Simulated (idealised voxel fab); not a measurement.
This section sets out a process module, namely voxel tone inversion.
The width of the displayed cross-section, cut, is 275 nm; its cells are square, with a size of 5 nm.
Reading order for cross-sections: top band down to bottom band. Underlying form: a grid of square cells. Band size: one or more rows of cells. Heights first: top, then bottom, in nm. Then materials, left to right, each with a width in nm. "throughout" on a single material: fills the band edge to edge. "blank": empty space. We count height from 0. Below that, the starting wafer is all one material. The lowest band never ends at the bottom but goes on down; see "from 0 down" for how that is written. Quick explanation for "30->40": the width changes in equal steps down the rows of cells, from the first number in the band's top row to the second number in its bottom row. Step note "everything unchanged" = no cross-section cell changed. Closed-off voids of 8+ cells (no open route to the top) go in "Internal closed voids", written width x height at distance from the left edge, in nm. Past the settings on a step's line: simulator remark, on that step. overlay nm: how far to the right of its planned place the mask lay on this masked step (negative: to the left).
The process steps that were planned are listed below:
1: RECEIVE [material Si]
2: CONFORMAL_DEP [material SiN] [thk nm 5]
3: DIRECTIONAL_DEP [material polySi] [thk nm 20]
4: PATTERN [tone cover] [mask id POSTS] [material resist] [width nm 15] [pitch nm 40] [thk nm 25] [overlay nm 0]
5: DIRECTIONAL_ETCH [etch materials polySi] [depth nm 20]
6: STRIP [etch materials resist]
7: FILL_DEP [material lowk] [thk nm 5]
8: CMP [height nm 25]
9: STRIP [etch materials polySi]
10: CONFORMAL_DEP [material TiN] [thk nm 5]
11: FILL_DEP [material Ru] [thk nm 10]
12: CMP [height nm 25]
13: CONFORMAL_DEP [material SiCN] [thk nm 5]
First wafer, two in total, run as planned:
Wafer as received: cross-section following step 1:
from 0 down = Si throughout
Internal closed voids: none
After step 2, in cross-section:
from 5 to 0 = SiN throughout
Heights below 0 show no change.
After step 3, in cross-section:
from 25 to 5 = polySi throughout
Heights below 5 show no change.
After step 4, in cross-section:
from 50 to 25 = 70 blank, 15 resist, 25 blank, 15 resist, 25 blank, 15 resist, 25 blank, 15 resist, 70 blank
Heights below 25 show no change.
After step 5, in cross-section:
from 50 to 25 = 70 blank, 15 resist, 25 blank, 15 resist, 25 blank, 15 resist, 25 blank, 15 resist, 70 blank
from 25 to 5 = 70 blank, 15 polySi, 25 blank, 15 polySi, 25 blank, 15 polySi, 25 blank, 15 polySi, 70 blank
Heights below 5 show no change.
After step 6, in cross-section:
from 25 to 5 = 70 blank, 15 polySi, 25 blank, 15 polySi, 25 blank, 15 polySi, 25 blank, 15 polySi, 70 blank
Heights below 5 show no change.
After step 7, in cross-section:
from 30 to 25 = lowk throughout
from 25 to 5 = 70 lowk, 15 polySi, 25 lowk, 15 polySi, 25 lowk, 15 polySi, 25 lowk, 15 polySi, 70 lowk
Heights below 5 show no change.
After step 8, in cross-section:
from 25 to 5 = 70 lowk, 15 polySi, 25 lowk, 15 polySi, 25 lowk, 15 polySi, 25 lowk, 15 polySi, 70 lowk
Heights below 5 show no change.
After step 9, in cross-section:
from 25 to 5 = 70 lowk, 15 blank, 25 lowk, 15 blank, 25 lowk, 15 blank, 25 lowk, 15 blank, 70 lowk
Heights below 5 show no change.
After step 10, in cross-section:
from 30 to 25 = 75 TiN, 5 blank, 35 TiN, 5 blank, 35 TiN, 5 blank, 35 TiN, 5 blank, 75 TiN
from 25 to 10 = 70 lowk, 5 TiN, 5 blank, 5 TiN, 25 lowk, 5 TiN, 5 blank, 5 TiN, 25 lowk, 5 TiN, 5 blank, 5 TiN, 25 lowk, 5 TiN, 5 blank, 5 TiN, 70 lowk
from 10 to 5 = 70 lowk, 15 TiN, 25 lowk, 15 TiN, 25 lowk, 15 TiN, 25 lowk, 15 TiN, 70 lowk
Heights below 5 show no change.
After step 11, in cross-section:
from 40 to 30 = Ru throughout
from 30 to 25 = 75 TiN, 5 Ru, 35 TiN, 5 Ru, 35 TiN, 5 Ru, 35 TiN, 5 Ru, 75 TiN
from 25 to 10 = 70 lowk, 5 TiN, 5 Ru, 5 TiN, 25 lowk, 5 TiN, 5 Ru, 5 TiN, 25 lowk, 5 TiN, 5 Ru, 5 TiN, 25 lowk, 5 TiN, 5 Ru, 5 TiN, 70 lowk
Heights below 10 show no change.
After step 12, in cross-section:
from 25 to 10 = 70 lowk, 5 TiN, 5 Ru, 5 TiN, 25 lowk, 5 TiN, 5 Ru, 5 TiN, 25 lowk, 5 TiN, 5 Ru, 5 TiN, 25 lowk, 5 TiN, 5 Ru, 5 TiN, 70 lowk
Heights below 10 show no change.
After step 13, in cross-section:
from 30 to 25 = SiCN throughout
Heights below 25 show no change.
The Second Wafer: Common Origin and Plan, One Mistake in Execution, Identical to the First Through Step 1:
X-section, second wafer, when step 2 was due to finish:
from 5 to 0 = TiN throughout
Heights below 0 show no change.
X-section, second wafer, when step 3 was due to finish:
from 25 to 5 = polySi throughout
Heights below 5 show no change.
X-section, second wafer, when step 4 was due to finish:
from 50 to 25 = 70 blank, 15 resist, 25 blank, 15 resist, 25 blank, 15 resist, 25 blank, 15 resist, 70 blank
Heights below 25 show no change.
X-section, second wafer, when step 5 was due to finish:
from 50 to 25 = 70 blank, 15 resist, 25 blank, 15 resist, 25 blank, 15 resist, 25 blank, 15 resist, 70 blank
from 25 to 5 = 70 blank, 15 polySi, 25 blank, 15 polySi, 25 blank, 15 polySi, 25 blank, 15 polySi, 70 blank
Heights below 5 show no change.
X-section, second wafer, when step 6 was due to finish:
from 25 to 5 = 70 blank, 15 polySi, 25 blank, 15 polySi, 25 blank, 15 polySi, 25 blank, 15 polySi, 70 blank
Heights below 5 show no change.
X-section, second wafer, when step 7 was due to finish:
from 30 to 25 = lowk throughout
from 25 to 5 = 70 lowk, 15 polySi, 25 lowk, 15 polySi, 25 lowk, 15 polySi, 25 lowk, 15 polySi, 70 lowk
Heights below 5 show no change.
X-section, second wafer, when step 8 was due to finish:
from 25 to 5 = 70 lowk, 15 polySi, 25 lowk, 15 polySi, 25 lowk, 15 polySi, 25 lowk, 15 polySi, 70 lowk
Heights below 5 show no change.
X-section, second wafer, when step 9 was due to finish:
from 25 to 5 = 70 lowk, 15 blank, 25 lowk, 15 blank, 25 lowk, 15 blank, 25 lowk, 15 blank, 70 lowk
Heights below 5 show no change.
X-section, second wafer, when step 10 was due to finish:
from 30 to 25 = 75 TiN, 5 blank, 35 TiN, 5 blank, 35 TiN, 5 blank, 35 TiN, 5 blank, 75 TiN
from 25 to 10 = 70 lowk, 5 TiN, 5 blank, 5 TiN, 25 lowk, 5 TiN, 5 blank, 5 TiN, 25 lowk, 5 TiN, 5 blank, 5 TiN, 25 lowk, 5 TiN, 5 blank, 5 TiN, 70 lowk
from 10 to 5 = 70 lowk, 15 TiN, 25 lowk, 15 TiN, 25 lowk, 15 TiN, 25 lowk, 15 TiN, 70 lowk
Heights below 5 show no change.
X-section, second wafer, when step 11 was due to finish:
from 40 to 30 = Ru throughout
from 30 to 25 = 75 TiN, 5 Ru, 35 TiN, 5 Ru, 35 TiN, 5 Ru, 35 TiN, 5 Ru, 75 TiN
from 25 to 10 = 70 lowk, 5 TiN, 5 Ru, 5 TiN, 25 lowk, 5 TiN, 5 Ru, 5 TiN, 25 lowk, 5 TiN, 5 Ru, 5 TiN, 25 lowk, 5 TiN, 5 Ru, 5 TiN, 70 lowk
Heights below 10 show no change.
X-section, second wafer, when step 12 was due to finish:
from 25 to 10 = 70 lowk, 5 TiN, 5 Ru, 5 TiN, 25 lowk, 5 TiN, 5 Ru, 5 TiN, 25 lowk, 5 TiN, 5 Ru, 5 TiN, 25 lowk, 5 TiN, 5 Ru, 5 TiN, 70 lowk
Heights below 10 show no change.
X-section, second wafer, when step 13 was due to finish:
from 30 to 25 = SiCN throughout
Heights below 25 show no change.
Finding, execution versus plan: step 2 was processed under conditions differing from the plan, specifically as CONFORMAL_DEP [material TiN] [thk nm 5]
Wafer comparison, final, in cells, second relative to first, materials more or fewer: SiN: 55 fewer | TiN: 55 more
